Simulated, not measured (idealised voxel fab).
process module | voxel wiring stack
cross-section cut | 295 nm wide | cells 5 nm
A cross-section is a grid of square cells, given in bands from the top down. A band is one or more rows of cells.
Each band's line starts with the height of the band's top and of its bottom, in nm. Then come its materials from left to right, each with its width in nm. One material with "throughout" fills the band from edge to edge. "air" is empty space.
Height 0 is the level under which the wafer as received is all one material. The lowest band goes on downwards, as in "0 down".
A width such as "30 to 40" changes by the same amount from each row of cells to the next, from the band's top row to its bottom row.
"no change" after a step means that no cell of the cross-section changed.
closed voids: empty space of 8 cells or more with no open way to the top, each as width x height at its distance from the left edge, in nm
after a step's settings: what the simulator itself notes on the step
overlay nm, on a step with a mask: how far to the right of its planned place the mask lay; to the left if negative
plan
1 op RECEIVE | material Si
2 op CONFORMAL_DEP | material SiO2 | thk nm 15
3 op CONFORMAL_DEP | material SiN | thk nm 5
4 op DIRECTIONAL_DEP | material lowk | thk nm 15
5 op PATTERN | tone open | mask id METAL_1 | material resist | width nm 25 | pitch nm 55 | thk nm 15 | overlay nm 0
6 op DIRECTIONAL_ETCH | etch materials lowk | depth nm 15
7 op DIRECTIONAL_ETCH | etch materials SiN | depth nm 5
8 op STRIP | etch materials resist
9 op CONFORMAL_DEP | material TiN | thk nm 5
10 op FILL_DEP | material Cu | thk nm 10
11 op CMP | height nm 35
12 op CONFORMAL_DEP | material SiCN | thk nm 5
13 op DIRECTIONAL_DEP | material lowk | thk nm 10
14 op PATTERN | tone open | mask id PLUG_1 | material resist | width nm 15 | pitch nm 55 | thk nm 20 | overlay nm 0
15 op DIRECTIONAL_ETCH | etch materials lowk | depth nm 10
16 op DIRECTIONAL_ETCH | etch materials SiCN | depth nm 5
17 op STRIP | etch materials resist
18 op EPI | material Ru | thk nm 10
19 op EPI | material Ru | thk nm 5
20 op CONFORMAL_DEP | material SiCN | thk nm 5
21 op DIRECTIONAL_DEP | material SiO2 | thk nm 25
22 op PATTERN | tone open | mask id METAL_2 | material resist | width nm 25 | pitch nm 55 | thk nm 15 | overlay nm 0
23 op DIRECTIONAL_ETCH | etch materials SiO2 | depth nm 25
24 op DIRECTIONAL_ETCH | etch materials SiCN | depth nm 5
25 op STRIP | etch materials resist
26 op CONFORMAL_DEP | material TiN | thk nm 5
27 op FILL_DEP | material Ru | thk nm 5
28 op CMP | height nm 80
29 op CONFORMAL_DEP | material SiCN | thk nm 5
30 op DIRECTIONAL_DEP | material SiO2 | thk nm 20
31 op MASKED_ETCH | tone open | mask id PLUG_2 | width nm 15 | pitch nm 110 | etch materials SiO2 | depth nm 20 | overlay nm 0
32 op MASKED_ETCH | tone open | mask id PLUG_2 | width nm 15 | pitch nm 110 | etch materials SiCN | depth nm 5 | overlay nm 0
33 op EPI | material Ru | thk nm 10
34 op EPI | material Ru | thk nm 10
35 op EPI | material Ru | thk nm 5
36 op CONFORMAL_DEP | material SiCN | thk nm 5
37 op DIRECTIONAL_DEP | material lowk | thk nm 20
38 op MASKED_ETCH | tone open | mask id METAL_3 | width nm 25 | pitch nm 55 | etch materials lowk | depth nm 20 | overlay nm 0
39 op MASKED_ETCH | tone open | mask id METAL_3 | width nm 25 | pitch nm 55 | etch materials SiCN | depth nm 5 | overlay nm 0
40 op CONFORMAL_DEP | material TiN | thk nm 5
41 op FILL_DEP | material W | thk nm 10
42 op CMP | height nm 130
43 op CONFORMAL_DEP | material SiCN | thk nm 5
44 op DIRECTIONAL_DEP | material SiO2 | thk nm 35
45 op MASKED_ETCH | tone open | mask id METAL_4_HOLES | width nm 15 | pitch nm 55 | etch materials SiO2 | depth nm 35 | overlay nm 0
46 op PATTERN | tone open | mask id METAL_4 | material resist | width nm 25 | pitch nm 55 | thk nm 20 | overlay nm 0
47 op DIRECTIONAL_ETCH | etch materials SiO2 | depth nm 20
48 op DIRECTIONAL_ETCH | etch materials SiCN | depth nm 5
49 op STRIP | etch materials resist
50 op CONFORMAL_DEP | material TiN | thk nm 5
51 op FILL_DEP | material Ru | thk nm 10
52 op CMP | height nm 170
53 op CONFORMAL_DEP | material SiCN | thk nm 5
as received, after step 1
  0 down: Si throughout
  closed voids: none
a wafer at the end: this start, this plan, one mistake
  175 to 170: SiCN throughout
  170 to 155: SiO2 80 | TiN 5 | Ru 15 | TiN 5 | SiO2 30 | TiN 5 | Ru 15 | TiN 5 | SiO2 30 | TiN 5 | Ru 15 | TiN 5 | SiO2 80
  155 to 150: SiO2 80 | TiN 5 | Ru 5 | TiN 15 | SiO2 30 | TiN 5 | Ru 5 | TiN 15 | SiO2 30 | TiN 5 | Ru 5 | TiN 15 | SiO2 80
  150 to 135: SiO2 80 | TiN 5 | Ru 5 | TiN 5 | SiO2 40 | TiN 5 | Ru 5 | TiN 5 | SiO2 40 | TiN 5 | Ru 5 | TiN 5 | SiO2 90
  135 to 130: SiCN 80 | TiN 15 | SiCN 40 | TiN 15 | SiCN 40 | TiN 15 | SiCN 90
  130 to 110: lowk 80 | TiN 5 | W 15 | TiN 5 | lowk 30 | TiN 5 | W 15 | TiN 5 | lowk 30 | TiN 5 | W 15 | TiN 5 | lowk 80
  110 to 105: SiCN 80 | TiN 25 | SiCN 30 | TiN 25 | SiCN 30 | TiN 25 | SiCN 80
  105 to 85: SiO2 80 | Ru 15 | SiO2 95 | Ru 15 | SiO2 90
  85 to 80: SiCN 80 | Ru 15 | SiCN 95 | Ru 15 | SiCN 90
  80 to 55: SiO2 80 | TiN 5 | Ru 15 | TiN 5 | SiO2 30 | TiN 5 | Ru 15 | TiN 5 | SiO2 30 | TiN 5 | Ru 15 | TiN 5 | SiO2 80
  55 to 50: SiCN 80 | TiN 25 | SiCN 30 | TiN 25 | SiCN 30 | TiN 25 | SiCN 80
  50 to 40: lowk 80 | Ru 15 | lowk 40 | Ru 15 | lowk 40 | Ru 15 | lowk 90
  40 to 35: SiCN 80 | Ru 15 | SiCN 40 | Ru 15 | SiCN 40 | Ru 15 | SiCN 90
  35 to 20: lowk 90 | TiN 5 | Cu 15 | TiN 5 | lowk 30 | TiN 5 | Cu 15 | TiN 5 | lowk 30 | TiN 5 | Cu 15 | TiN 5 | lowk 70
  20 to 15: SiN 90 | TiN 25 | SiN 30 | TiN 25 | SiN 30 | TiN 25 | SiN 70
  15 to 0: SiO2 throughout
  0 down: Si throughout
  closed voids: none
what went wrong: step 5 ran as: op PATTERN | tone open | mask id METAL_1 | material resist | width nm 25 | pitch nm 55 | thk nm 15 | overlay nm 10
